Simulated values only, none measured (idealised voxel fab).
The document below concerns the process module designated voxel tone inversion.
cross-section cut | 220 nm wide | cells 5 nm
Cross-section = grid of square cells, listed top down in bands; band = one or more rows.
Band entry format. Leading values: height of top, height of bottom, nm. Remainder: materials in left-to-right order, each with its width in nm. Special words: "everywhere" on a single material, which then fills the band edge to edge; "empty", empty space.
All heights in this document are referenced to 0, defined as the level beneath which the wafer, as received, consists entirely of one material. The lowest band is not bounded below; it extends indefinitely downward and is written in the form "0 and below".
It should be noted that a width expressed as "30..40" varies in equal increments from row to row of cells within the band, taking the value of the first number at the top row and that of the second number at the bottom row.
"no alterations made" -> step changed no cross-section cell.
Look at "Enclosed void inventory" for the closed voids: empty spaces with no open path to the top, sized 8 cells or up. Each is width x height at distance, distance from the left edge, all nm.
Past the settings on a step's line: simulator remark, on that step.
overlay nm: step with mask; distance mask lay right of planned place; negative value = left of planned place.

List of planned process steps
1) RECEIVE [material Si]
2) CONFORMAL_DEP [material SiN] [thk nm 10]
3) DIRECTIONAL_DEP [material aC] [thk nm 15]
4) PATTERN [tone cover] [mask id POSTS] [material resist] [width nm 15] [pitch nm 45] [thk nm 25] [overlay nm 0]
5) DIRECTIONAL_ETCH [etch materials aC] [depth nm 15]
6) STRIP [etch materials resist]
7) FILL_DEP [material lowk] [thk nm 10]
8) CMP [height nm 25]
9) STRIP [etch materials aC]

As received, after step 1
0 and below | Si everywhere
Enclosed void inventory: none

The first of the two wafers as seen in cross-section once the module was finished; processing followed the plan
25 down to 10 | 35 lowk, 15 empty, 30 lowk, 15 empty, 30 lowk, 15 empty, 30 lowk, 15 empty, 35 lowk
10 down to 0 | SiN everywhere
0 and below | Si everywhere
Enclosed void inventory: none

Cross-section of the latter of the two wafers at module completion. It had an identical start and an identical plan to the former; in running it, one mistake was made
25 down to 10 | 35 lowk, 20 empty, 25 lowk, 20 empty, 25 lowk, 20 empty, 25 lowk, 20 empty, 30 lowk
10 down to 0 | SiN everywhere
0 and below | Si everywhere
Enclosed void inventory: none
So what did we get wrong on this run? step 4 off recipe, ran as PATTERN [tone cover] [mask id POSTS] [material resist] [width nm 20] [pitch nm 45] [thk nm 25] [overlay nm 0]
Once processing is complete, comparing cell counts shows that the second wafer has more or fewer of certain materials than the first: -12 lowk
